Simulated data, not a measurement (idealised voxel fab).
This is a process module. Its name is voxel gate over fins.
Xsec cut, 240 nm wide, square cell size 5 nm.
For the purposes of this document, a cross-section shall be understood as a grid of square cells, specified as bands listed in top-to-bottom order, each band consisting of one or more rows of cells.
Top, bottom (nm), then materials left to right with widths (nm); lone material tagged "everywhere" fills the whole band edge to edge; "air" = empty space.
Note: height 0 marks the level under which the wafer is uniformly one material as received. Lowest band unbounded below, written "0 nm and below".
When a width is written as two numbers, as in "30..40", the first number is the width in the top row of cells of the band and the second is the width in its bottom row, and the width changes by the same amount from each row to the next.
A step reported as "no modifications" is a step in which no cell of the cross-section changed.
In the "Enclosed internal voids" entry, you get each enclosed empty space of 8 cells or more, one with no open way to the top, written width x height at distance, distance from the left edge, in nm.
If you see something after the settings on a step's line, that's the simulator's own remark about that step.
Each step line may optionally specify "overlay nm", which for a step with a mask gives the rightward distance between the mask's planned place and where it lay, a negative value indicating the leftward direction.
So here's the lineup of process steps we planned:
step 1: RECEIVE,material Si
step 2: CONFORMAL_DEP,material SiN,thk nm 5
step 3: DIRECTIONAL_DEP,material aC,thk nm 10
step 4: PATTERN,tone cover,mask id FINS,material resist,width nm 15,pitch nm 35,thk nm 30,overlay nm -15
step 5: DIRECTIONAL_ETCH,etch materials aC,depth nm 10
step 6: STRIP,etch materials resist
step 7: DIRECTIONAL_ETCH,etch materials SiN,depth nm 5
step 8: DIRECTIONAL_ETCH,etch materials Si,depth nm 35
step 9: STRIP,etch materials aC
step 10: FILL_DEP,material SiO2,thk nm 10
step 11: CMP,height nm 5
step 12: SELECTIVE_ETCH,etch materials SiO2,depth nm 20
step 13: STRIP,etch materials SiN
step 14: CONFORMAL_DEP,material HfO2,thk nm 5
step 15: CONFORMAL_DEP,material TiN,thk nm 5
step 16: FILL_DEP,material W,thk nm 10
step 17: CMP,height nm 15
step 18: CONFORMAL_DEP,material SiCN,thk nm 5
Every wafer here starts from the same state; it is the step 4 overlay nm that distinguishes them, and the value the plan gives belongs to the first wafer.
Cross-section: the first of several wafers in its as-received state, i.e. following step 1:
	0 nm and below  Si everywhere
	Enclosed internal voids: none
First wafer at the end, after step 18:
	20 nm to 15 nm  SiCN everywhere
	15 nm to 10 nm  W everywhere
	10 nm to 5 nm  W: 35, then TiN: 140, then W: 65
	5 nm to 0 nm  W: 35, then TiN: 5, then HfO2: 25, then TiN: 10, then HfO2: 25, then TiN: 10, then HfO2: 25, then TiN: 10, then HfO2: 25, then TiN: 5, then W: 65
	0 nm to -5 nm  W: 35, then TiN: 5, then HfO2: 5, then Si: 15, then HfO2: 5, then TiN: 10, then HfO2: 5, then Si: 15, then HfO2: 5, then TiN: 10, then HfO2: 5, then Si: 15, then HfO2: 5, then TiN: 10, then HfO2: 5, then Si: 15, then HfO2: 5, then TiN: 5, then W: 65
	-5 nm to -10 nm  TiN: 40, then HfO2: 5, then Si: 15, then HfO2: 5, then TiN: 10, then HfO2: 5, then Si: 15, then HfO2: 5, then TiN: 10, then HfO2: 5, then Si: 15, then HfO2: 5, then TiN: 10, then HfO2: 5, then Si: 15, then HfO2: 5, then TiN: 70
	-10 nm to -15 nm  HfO2: 45, then Si: 15, then HfO2: 20, then Si: 15, then HfO2: 20, then Si: 15, then HfO2: 20, then Si: 15, then HfO2: 75
	-15 nm to -35 nm  SiO2: 45, then Si: 15, then SiO2: 20, then Si: 15, then SiO2: 20, then Si: 15, then SiO2: 20, then Si: 15, then SiO2: 75
	-35 nm and below  Si everywhere
	Enclosed internal voids: none
Sectional view of the last wafer upon completion of the module:
	20 nm to 15 nm  SiCN everywhere
	15 nm to 10 nm  W everywhere
	10 nm to 5 nm  W: 65, then TiN: 140, then W: 35
	5 nm to 0 nm  W: 65, then TiN: 5, then HfO2: 25, then TiN: 10, then HfO2: 25, then TiN: 10, then HfO2: 25, then TiN: 10, then HfO2: 25, then TiN: 5, then W: 35
	0 nm to -5 nm  W: 65, then TiN: 5, then HfO2: 5, then Si: 15, then HfO2: 5, then TiN: 10, then HfO2: 5, then Si: 15, then HfO2: 5, then TiN: 10, then HfO2: 5, then Si: 15, then HfO2: 5, then TiN: 10, then HfO2: 5, then Si: 15, then HfO2: 5, then TiN: 5, then W: 35
	-5 nm to -10 nm  TiN: 70, then HfO2: 5, then Si: 15, then HfO2: 5, then TiN: 10, then HfO2: 5, then Si: 15, then HfO2: 5, then TiN: 10, then HfO2: 5, then Si: 15, then HfO2: 5, then TiN: 10, then HfO2: 5, then Si: 15, then HfO2: 5, then TiN: 40
	-10 nm to -15 nm  HfO2: 75, then Si: 15, then HfO2: 20, then Si: 15, then HfO2: 20, then Si: 15, then HfO2: 20, then Si: 15, then HfO2: 45
	-15 nm to -35 nm  SiO2: 75, then Si: 15, then SiO2: 20, then Si: 15, then SiO2: 20, then Si: 15, then SiO2: 20, then Si: 15, then SiO2: 45
	-35 nm and below  Si everywhere
	Enclosed internal voids: none
Per-wafer rows below. For each material: cells gained (+) or lost (-) since the wafer was received, as of end of module. Then: closed voids:
overlay nm -15, +72 HfO2, -252 Si, +48 SiCN, +144 SiO2, +72 TiN, +108 W, Enclosed internal voids: none
overlay nm -10, +72 HfO2, -252 Si, +48 SiCN, +144 SiO2, +72 TiN, +108 W, Enclosed internal voids: none
overlay nm -5, +72 HfO2, -252 Si, +48 SiCN, +144 SiO2, +72 TiN, +108 W, Enclosed internal voids: none
overlay nm 0, +72 HfO2, -252 Si, +48 SiCN, +144 SiO2, +72 TiN, +108 W, Enclosed internal voids: none
overlay nm 5, +72 HfO2, -252 Si, +48 SiCN, +144 SiO2, +72 TiN, +108 W, Enclosed internal voids: none
overlay nm 10, +72 HfO2, -252 Si, +48 SiCN, +144 SiO2, +72 TiN, +108 W, Enclosed internal voids: none
overlay nm 15, +72 HfO2, -252 Si, +48 SiCN, +144 SiO2, +72 TiN, +108 W, Enclosed internal voids: none
